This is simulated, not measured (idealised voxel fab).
The process module that follows is named voxel local oxidation.
Square cell edge 5 nm, section width 155 nm, ID cut.
A cross-section in this document is a grid of square cells, and it is written down as bands, the top band listed before the ones below it; a band is made up of one or more rows of cells. Quick guide to a band line: top height, bottom height (nm) up front; then every material left to right with its width in nm. Only one material and it's marked "edge to edge"? Then it fills the band edge to edge. And "blank" just means empty space. Height 0 is the level under which the wafer as received is all one material. The lowest band goes on downwards, as in "0..down". The notation "30->40" denotes a width that varies across the rows of cells in the band, beginning at the first number in the top row, finishing at the second number in the bottom row, and changing by an identical amount from each row to the next. "nothing altered" -> step changed no cross-section cell. In the "Completely sealed voids" entry, you get each enclosed empty space of 8 cells or more, one with no open way to the top, written width x height at distance, distance from the left edge, in nm. On each step's line, the part that comes after the settings is the simulator's own comment on the step. Among the settings permitted on a step's line is "overlay nm"; applied to a step with a mask, it specifies the extent to which the mask lay to the right of its planned position, whereas a negative figure signifies a position to the left.
-- Planned process steps
1: RECEIVE: material Si
2: CONFORMAL_DEP: material SiO2, thk nm 5
3: CONFORMAL_DEP: material SiN, thk nm 10
4: DIRECTIONAL_DEP: material aC, thk nm 15
5: PATTERN: tone cover, mask id ACTIVE, material resist, width nm 125, thk nm 30, overlay nm 0
6: DIRECTIONAL_ETCH: etch materials aC, depth nm 15
7: STRIP: etch materials resist
8: DIRECTIONAL_ETCH: etch materials SiN, depth nm 10
9: STRIP: etch materials aC
10: SELECTIVE_ETCH: etch materials SiO2, depth nm 5
11: OXIDIZE: depth nm 10
12: STRIP: etch materials SiN
-- So, the first of our two wafers, run just as we planned it
-- Wafer at receipt (post step 1), cross-section
  0..down = Si edge to edge
  Completely sealed voids: none
-- You're looking at a cross-section of the wafer after step 2
  5..0 = SiO2 edge to edge
  Nothing below the height 0 has changed.
-- You're looking at a cross-section of the wafer after step 3
  15..5 = SiN edge to edge
  Nothing below the height 5 has changed.
-- You're looking at a cross-section of the wafer after step 4
  30..15 = aC edge to edge
  Nothing below the height 15 has changed.
-- You're looking at a cross-section of the wafer after step 5
  60..30 = blank (15), resist (125), blank (15)
  Nothing below the height 30 has changed.
-- You're looking at a cross-section of the wafer after step 6
  45..30 = blank (15), resist (125), blank (15)
  30..15 = blank (15), aC (125), blank (15)
  Nothing below the height 15 has changed.
-- You're looking at a cross-section of the wafer after step 7
  30..15 = blank (15), aC (125), blank (15)
  Nothing below the height 15 has changed.
-- You're looking at a cross-section of the wafer after step 8
  30..15 = blank (15), aC (125), blank (15)
  15..5 = blank (15), SiN (125), blank (15)
  Nothing below the height 5 has changed.
-- You're looking at a cross-section of the wafer after step 9
  15..5 = blank (15), SiN (125), blank (15)
  Nothing below the height 5 has changed.
-- You're looking at a cross-section of the wafer after step 10
  15..5 = blank (15), SiN (125), blank (15)
  5..0 = blank (20), SiO2 (115), blank (20)
  Nothing below the height 0 has changed.
-- You're looking at a cross-section of the wafer after step 11
  15..5 = blank (15), SiN (125), blank (15)
  5..0 = blank (20), SiO2 (115), blank (20)
  0..-10 = SiO2 (30), Si (95), SiO2 (30)
  Nothing below the height -10 has changed.
-- You're looking at a cross-section of the wafer after step 12
  5..0 = blank (20), SiO2 (115), blank (20)
  Nothing below the height 0 has changed.
-- Okay, second wafer. Nothing different at the start, nothing different in the plan, just one mistake somewhere in the running. As far as step 3, counting that step, it's the first wafer all over again
-- Second wafer: cross-section at the scheduled end of step 4
  30..15 = SiO2 edge to edge
  Nothing below the height 15 has changed.
-- Second wafer: cross-section at the scheduled end of step 5
  60..30 = blank (15), resist (125), blank (15)
  Nothing below the height 30 has changed.
-- Second wafer: cross-section at the scheduled end of step 6
  45..30 = blank (15), resist (125), blank (15)
  Nothing below the height 30 has changed.
-- Second wafer: cross-section at the scheduled end of step 7
  30..15 = SiO2 edge to edge
  Nothing below the height 15 has changed.
Second wafer: cross-section at the scheduled end of step 8: nothing altered
Second wafer: cross-section at the scheduled end of step 9: nothing altered
-- Second wafer: cross-section at the scheduled end of step 10
  25..15 = SiO2 edge to edge
  Nothing below the height 15 has changed.
Second wafer: cross-section at the scheduled end of step 11: nothing altered
Second wafer: cross-section at the scheduled end of step 12: nothing altered
The plan and the run diverged here: so step 4 ended up running with a different setting than we planned, it ran as DIRECTIONAL_DEP: material SiO2, thk nm 15
Wafer comparison, final, in cells, second relative to first, materials more or fewer: +24 Si, +62 SiN, +46 SiO2
